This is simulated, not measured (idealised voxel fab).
process module | voxel wiring stack
cross-section cut | 220 nm wide | cells 5 nm
A cross-section is a grid of square cells, given in bands from the top down. A band is one or more rows of cells.
Each band's line starts with the height of the band's top and of its bottom, in nm. Then come its materials from left to right, each with its width in nm. One material with "throughout" fills the band from edge to edge. "air" is empty space.
Height 0 is the level under which the wafer as received is all one material. The lowest band goes on downwards, as in "0 down".
A width such as "30 to 40" changes by the same amount from each row of cells to the next, from the band's top row to its bottom row.
"no change" after a step means that no cell of the cross-section changed.
closed voids: empty space of 8 cells or more with no open way to the top, each as width x height at its distance from the left edge, in nm
after a step's settings: what the simulator itself notes on the step
overlay nm, on a step with a mask: how far to the right of its planned place the mask lay; to the left if negative
Each pair below shows a cross-section before one step and the cross-section after it, down to the lowest band that changed. The line under each pair gives the step between them, with its settings. The pairs can come from different runs of this module on the same starting wafer, so a pair continues from the pair above only where its "before" says so.
before
  100 to 95: SiCN 50 | air 5 | SiCN 45 | air 5 | SiCN 45 | air 5 | SiCN 65
  95 to 75: lowk 45 | SiCN 5 | air 5 | SiCN 5 | lowk 35 | SiCN 5 | air 5 | SiCN 5 | lowk 35 | SiCN 5 | air 5 | SiCN 5 | lowk 60
  75 to 70: SiCN throughout
  70 to 60: SiO2 55 to 40 | SiN 5 to 20 | Ru 15 | SiN 5 | SiO2 25 to 10 | SiN 5 to 20 | Ru 15 | SiN 5 | SiO2 25 to 10 | SiN 5 to 20 | Ru 15 | SiN 5 | SiO2 40
  60 to 50: SiO2 40 | SiN 5 | Ru 30 | SiN 5 | SiO2 10 | SiN 5 | Ru 30 | SiN 5 | SiO2 10 | SiN 5 | Ru 30 | SiN 5 | SiO2 40
  50 to 45: SiN 45 | Ru 15 | TiN 15 | SiN 20 | Ru 15 | TiN 15 | SiN 20 | Ru 15 | TiN 15 | SiN 45
  45 to 40: lowk 45 | Ru 15 | lowk 35 | Ru 15 | lowk 35 | Ru 15 | lowk 60
  40 to 35: lowk 45 | TiN 15 | lowk 35 | TiN 15 | lowk 35 | TiN 15 | lowk 60
  35 to 30: SiO2 throughout
  30 to 15: lowk 45 | Ru 30 | lowk 20 | Ru 30 | lowk 20 | Ru 30 | lowk 45
  15 to 10: lowk 45 | TiN 30 | lowk 20 | TiN 30 | lowk 20 | TiN 30 | lowk 45
  10 to 0: SiO2 throughout
  0 down: Si throughout
  closed voids: none
after
  125 to 100: lowk 50 | air 5 | lowk 45 | air 5 | lowk 45 | air 5 | lowk 65
  100 to 95: SiCN 50 | lowk 5 | SiCN 45 | lowk 5 | SiCN 45 | lowk 5 | SiCN 65
  95 to 75: lowk 45 | SiCN 5 | lowk 5 | SiCN 5 | lowk 35 | SiCN 5 | lowk 5 | SiCN 5 | lowk 35 | SiCN 5 | lowk 5 | SiCN 5 | lowk 60
  below 75: unchanged
  closed voids: none
the step between: op DIRECTIONAL_DEP | material lowk | thk nm 25
before: the cross-section after the pair above
after
  125 to 100: lowk 45 | air 30 | lowk 20 | air 30 | lowk 20 | air 30 | lowk 45
  100 to 95: SiCN 50 | air 5 | SiCN 45 | air 5 | SiCN 45 | air 5 | SiCN 65
  95 to 75: lowk 45 | SiCN 5 | air 5 | SiCN 5 | lowk 35 | SiCN 5 | air 5 | SiCN 5 | lowk 35 | SiCN 5 | air 5 | SiCN 5 | lowk 60
  below 75: unchanged
  closed voids: none
the step between: op MASKED_ETCH | tone open | mask id METAL_3 | width nm 30 | pitch nm 50 | etch materials lowk | depth nm 25 | overlay nm 0
before: the cross-section after the pair above
after
  125 to 100: lowk 45 | air 30 | lowk 20 | air 30 | lowk 20 | air 30 | lowk 45
  100 to 95: SiCN 45 | air 30 | SiCN 20 | air 30 | SiCN 20 | air 30 | SiCN 45
  95 to 75: lowk 45 | SiCN 5 | air 5 | SiCN 5 | lowk 35 | SiCN 5 | air 5 | SiCN 5 | lowk 35 | SiCN 5 | air 5 | SiCN 5 | lowk 60
  75 to 70: SiCN 50 | air 5 | SiCN 45 | air 5 | SiCN 45 | air 5 | SiCN 65
  below 70: unchanged
  closed voids: none
the step between: op MASKED_ETCH | tone open | mask id METAL_3 | width nm 30 | pitch nm 50 | etch materials SiCN | depth nm 5 | overlay nm 0
before: the cross-section after the pair above
after
  130 to 125: TiN 50 | air 20 | TiN 30 | air 20 | TiN 30 | air 20 | TiN 50
  125 to 100: lowk 45 | TiN 5 | air 20 | TiN 5 | lowk 20 | TiN 5 | air 20 | TiN 5 | lowk 20 | TiN 5 | air 20 | TiN 5 | lowk 45
  100 to 95: SiCN 45 | TiN 30 | SiCN 20 | TiN 30 | SiCN 20 | TiN 30 | SiCN 45
  95 to 75: lowk 45 | SiCN 5 | TiN 5 | SiCN 5 | lowk 35 | SiCN 5 | TiN 5 | SiCN 5 | lowk 35 | SiCN 5 | TiN 5 | SiCN 5 | lowk 60
  75 to 70: SiCN 50 | TiN 5 | SiCN 45 | TiN 5 | SiCN 45 | TiN 5 | SiCN 65
  below 70: unchanged
  closed voids: none
the step between: op CONFORMAL_DEP | material TiN | thk nm 5
before: the cross-section after the pair above
after
  135 to 130: W throughout
  130 to 125: TiN 50 | W 20 | TiN 30 | W 20 | TiN 30 | W 20 | TiN 50
  125 to 100: lowk 45 | TiN 5 | W 20 | TiN 5 | lowk 20 | TiN 5 | W 20 | TiN 5 | lowk 20 | TiN 5 | W 20 | TiN 5 | lowk 45
  below 100: unchanged
  closed voids: none
the step between: op FILL_DEP | material W | thk nm 5
before: the cross-section after the pair above
after
  125 to 100: lowk 45 | TiN 5 | W 20 | TiN 5 | lowk 20 | TiN 5 | W 20 | TiN 5 | lowk 20 | TiN 5 | W 20 | TiN 5 | lowk 45
  below 100: unchanged
  closed voids: none
the step between: op CMP | height nm 125
before: the cross-section after the pair above
after
  130 to 125: air 40 | Ru 40 | air 10 | Ru 40 | air 10 | Ru 40 | air 40
  below 125: unchanged
  closed voids: none
the step between: op EPI | material Ru | thk nm 5
before: the cross-section after the pair above
after
  135 to 130: SiCN throughout
  130 to 125: SiCN 40 | Ru 40 | SiCN 10 | Ru 40 | SiCN 10 | Ru 40 | SiCN 40
  below 125: unchanged
  closed voids: none
the step between: op FILL_DEP | material SiCN | thk nm 5
before
  95 to 75: lowk throughout
  75 to 70: SiCN throughout
  70 to 50: SiO2 40 | SiN 5 | Ru 30 | SiN 5 | SiO2 10 | SiN 5 | Ru 30 | SiN 5 | SiO2 10 | SiN 5 | Ru 30 | SiN 5 | SiO2 40
  50 to 45: SiN 45 | TiN 30 | SiN 20 | TiN 30 | SiN 20 | TiN 30 | SiN 45
  45 to 35: lowk 45 | Ru 15 | lowk 35 | Ru 15 | lowk 35 | Ru 15 | lowk 60
  35 to 30: SiCN 45 | Ru 15 | SiCN 35 | Ru 15 | SiCN 35 | Ru 15 | SiCN 60
  30 to 15: lowk 45 | Ru 30 | lowk 20 | Ru 30 | lowk 20 | Ru 30 | lowk 45
  15 to 10: lowk 45 | TiN 30 | lowk 20 | TiN 30 | lowk 20 | TiN 30 | lowk 45
  10 to 0: SiO2 throughout
  0 down: Si throughout
  closed voids: none
after
  115 to 95: air 45 | resist 15 | air 35 | resist 15 | air 35 | resist 15 | air 60
  below 95: unchanged
  closed voids: none
the step between: op PATTERN | tone cover | mask id PLUG_2 | material resist | width nm 15 | pitch nm 50 | thk nm 20 | overlay nm 0
before: the cross-section after the pair above
after
  115 to 95: air 45 | resist 15 | air 35 | resist 15 | air 35 | resist 15 | air 60
  95 to 75: air 45 | lowk 15 | air 35 | lowk 15 | air 35 | lowk 15 | air 60
  below 75: unchanged
  closed voids: none
the step between: op DIRECTIONAL_ETCH | etch materials lowk | depth nm 20
before: the cross-section after the pair above
after
  115 to 95: air 45 | resist 15 | air 35 | resist 15 | air 35 | resist 15 | air 60
  95 to 75: air 45 | lowk 15 | air 35 | lowk 15 | air 35 | lowk 15 | air 60
  75 to 70: air 45 | SiCN 15 | air 35 | SiCN 15 | air 35 | SiCN 15 | air 60
  below 70: unchanged
  closed voids: none
the step between: op DIRECTIONAL_ETCH | etch materials SiCN | depth nm 5
before: the cross-section after the pair above
after
  95 to 75: air 45 | lowk 15 | air 35 | lowk 15 | air 35 | lowk 15 | air 60
  below 75: unchanged
  closed voids: none
the step between: op STRIP | etch materials resist
before: the cross-section after the pair above
after
  95 to 80: air 45 | lowk 15 | air 35 | lowk 15 | air 35 | lowk 15 | air 60
  80 to 75: air 45 | lowk 15 | Ru 25 | air 10 | lowk 15 | Ru 25 | air 10 | lowk 15 | Ru 25 | air 35
  75 to 70: air 45 | SiCN 15 | Ru 25 | air 10 | SiCN 15 | Ru 25 | air 10 | SiCN 15 | Ru 25 | air 35
  below 70: unchanged
  closed voids: none
the step between: op EPI | material Ru | thk nm 10
before: the cross-section after the pair above
after
  95 to 90: air 45 | lowk 15 | air 35 | lowk 15 | air 35 | lowk 15 | air 60
  90 to 75: air 45 | lowk 15 | Ru 35 | lowk 15 | Ru 35 | lowk 15 | Ru 35 | air 25
  75 to 70: air 45 | SiCN 15 | Ru 35 | SiCN 15 | Ru 35 | SiCN 15 | Ru 35 | air 25
  below 70: unchanged
  closed voids: none
the step between: op EPI | material Ru | thk nm 10
before: the cross-section after the pair above
after
  95 to 75: air 45 | lowk 15 | Ru 35 | lowk 15 | Ru 35 | lowk 15 | Ru 40 | air 20
  75 to 70: air 45 | SiCN 15 | Ru 35 | SiCN 15 | Ru 35 | SiCN 15 | Ru 40 | air 20
  below 70: unchanged
  closed voids: none
the step between: op EPI | material Ru | thk nm 5
before: the cross-section after the pair above
after
  100 to 95: air 40 | SiCN 165 | air 15
  95 to 75: air 40 | SiCN 5 | lowk 15 | Ru 35 | lowk 15 | Ru 35 | lowk 15 | Ru 40 | SiCN 5 | air 15
  75 to 70: SiCN 60 | Ru 35 | SiCN 15 | Ru 35 | SiCN 15 | Ru 40 | SiCN 20
  below 70: unchanged
  closed voids: none
the step between: op CONFORMAL_DEP | material SiCN | thk nm 5
before: the cross-section after the pair above
after
  125 to 100: air 40 | lowk 165 | air 15
  100 to 95: lowk 40 | SiCN 165 | lowk 15
  95 to 75: lowk 40 | SiCN 5 | lowk 15 | Ru 35 | lowk 15 | Ru 35 | lowk 15 | Ru 40 | SiCN 5 | lowk 15
  below 75: unchanged
  closed voids: none
the step between: op DIRECTIONAL_DEP | material lowk | thk nm 25
before: the cross-section after the pair above
after
  125 to 100: air 40 | lowk 5 | air 30 | lowk 20 | air 30 | lowk 20 | air 30 | lowk 30 | air 15
  below 100: unchanged
  closed voids: none
the step between: op MASKED_ETCH | tone open | mask id METAL_3 | width nm 30 | pitch nm 50 | etch materials lowk | depth nm 25 | overlay nm 0
before: the cross-section after the pair above
after
  125 to 100: air 40 | lowk 5 | air 30 | lowk 20 | air 30 | lowk 20 | air 30 | lowk 30 | air 15
  100 to 95: lowk 40 | SiCN 5 | air 30 | SiCN 20 | air 30 | SiCN 20 | air 30 | SiCN 30 | lowk 15
  below 95: unchanged
  closed voids: none
the step between: op MASKED_ETCH | tone open | mask id METAL_3 | width nm 30 | pitch nm 50 | etch materials SiCN | depth nm 5 | overlay nm 0
before: the cross-section after the pair above
after
  130 to 125: air 35 | TiN 15 | air 20 | TiN 30 | air 20 | TiN 30 | air 20 | TiN 40 | air 10
  125 to 105: air 35 | TiN 5 | lowk 5 | TiN 5 | air 20 | TiN 5 | lowk 20 | TiN 5 | air 20 | TiN 5 | lowk 20 | TiN 5 | air 20 | TiN 5 | lowk 30 | TiN 5 | air 10
  105 to 100: TiN 40 | lowk 5 | TiN 5 | air 20 | TiN 5 | lowk 20 | TiN 5 | air 20 | TiN 5 | lowk 20 | TiN 5 | air 20 | TiN 5 | lowk 30 | TiN 15
  100 to 95: lowk 40 | SiCN 5 | TiN 30 | SiCN 20 | TiN 30 | SiCN 20 | TiN 30 | SiCN 30 | lowk 15
  below 95: unchanged
  closed voids: none
the step between: op CONFORMAL_DEP | material TiN | thk nm 5
before: the cross-section after the pair above
after
  135 to 130: W throughout
  130 to 125: W 35 | TiN 15 | W 20 | TiN 30 | W 20 | TiN 30 | W 20 | TiN 40 | W 10
  125 to 105: W 35 | TiN 5 | lowk 5 | TiN 5 | W 20 | TiN 5 | lowk 20 | TiN 5 | W 20 | TiN 5 | lowk 20 | TiN 5 | W 20 | TiN 5 | lowk 30 | TiN 5 | W 10
  105 to 100: TiN 40 | lowk 5 | TiN 5 | W 20 | TiN 5 | lowk 20 | TiN 5 | W 20 | TiN 5 | lowk 20 | TiN 5 | W 20 | TiN 5 | lowk 30 | TiN 15
  below 100: unchanged
  closed voids: none
the step between: op FILL_DEP | material W | thk nm 5
before: the cross-section after the pair above
after
  125 to 105: W 35 | TiN 5 | lowk 5 | TiN 5 | W 20 | TiN 5 | lowk 20 | TiN 5 | W 20 | TiN 5 | lowk 20 | TiN 5 | W 20 | TiN 5 | lowk 30 | TiN 5 | W 10
  below 105: unchanged
  closed voids: none
the step between: op CMP | height nm 125
before: the cross-section after the pair above
after
  130 to 125: Ru 80 | air 10 | Ru 40 | air 10 | Ru 40 | air 20 | Ru 20
  below 125: unchanged
  closed voids: none
the step between: op EPI | material Ru | thk nm 5
before: the cross-section after the pair above
after
  135 to 130: SiCN throughout
  130 to 125: Ru 80 | SiCN 10 | Ru 40 | SiCN 10 | Ru 40 | SiCN 20 | Ru 20
  below 125: unchanged
  closed voids: none
the step between: op FILL_DEP | material SiCN | thk nm 5
